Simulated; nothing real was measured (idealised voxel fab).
process module | voxel spacer lines
cross-section cut | 220 nm wide | cells 5 nm
A cross-section is a grid of square cells, given in bands from the top down. A band is one or more rows of cells.
Each band's line starts with the height of the band's top and of its bottom, in nm. Then come its materials from left to right, each with its width in nm. One material with "throughout" fills the band from edge to edge. "air" is empty space.
Height 0 is the level under which the wafer as received is all one material. The lowest band goes on downwards, as in "0 down".
A width such as "30 to 40" changes by the same amount from each row of cells to the next, from the band's top row to its bottom row.
"no change" after a step means that no cell of the cross-section changed.
closed voids: empty space of 8 cells or more with no open way to the top, each as width x height at its distance from the left edge, in nm
after a step's settings: what the simulator itself notes on the step
overlay nm, on a step with a mask: how far to the right of its planned place the mask lay; to the left if negative
plan
1 op RECEIVE | material Si
2 op CONFORMAL_DEP | material Al2O3 | thk nm 5
3 op DIRECTIONAL_DEP | material TiN | thk nm 20
4 op DIRECTIONAL_DEP | material aC | thk nm 30
5 op PATTERN | tone cover | mask id MANDREL | material resist | width nm 20 | pitch nm 70 | thk nm 40 | overlay nm 0
6 op DIRECTIONAL_ETCH | etch materials aC | depth nm 30
7 op STRIP | etch materials resist
8 op CONFORMAL_DEP | material SiN | thk nm 15
9 op DIRECTIONAL_ETCH | etch materials SiN | depth nm 15
10 op STRIP | etch materials aC
11 op DIRECTIONAL_ETCH | etch materials TiN | depth nm 20
12 op STRIP | etch materials SiN
as received, after step 1
  0 down: Si throughout
  closed voids: none
a wafer at the end: this start, this plan, one mistake
  25 to 5: air 20 | TiN 15 | air 15 | TiN 15 | air 25 | TiN 15 | air 15 | TiN 15 | air 25 | TiN 15 | air 15 | TiN 15 | air 15
  5 to 0: Al2O3 throughout
  0 down: Si throughout
  closed voids: none
what went wrong: step 5 ran as: op PATTERN | tone cover | mask id MANDREL | material resist | width nm 15 | pitch nm 70 | thk nm 40 | overlay nm 0
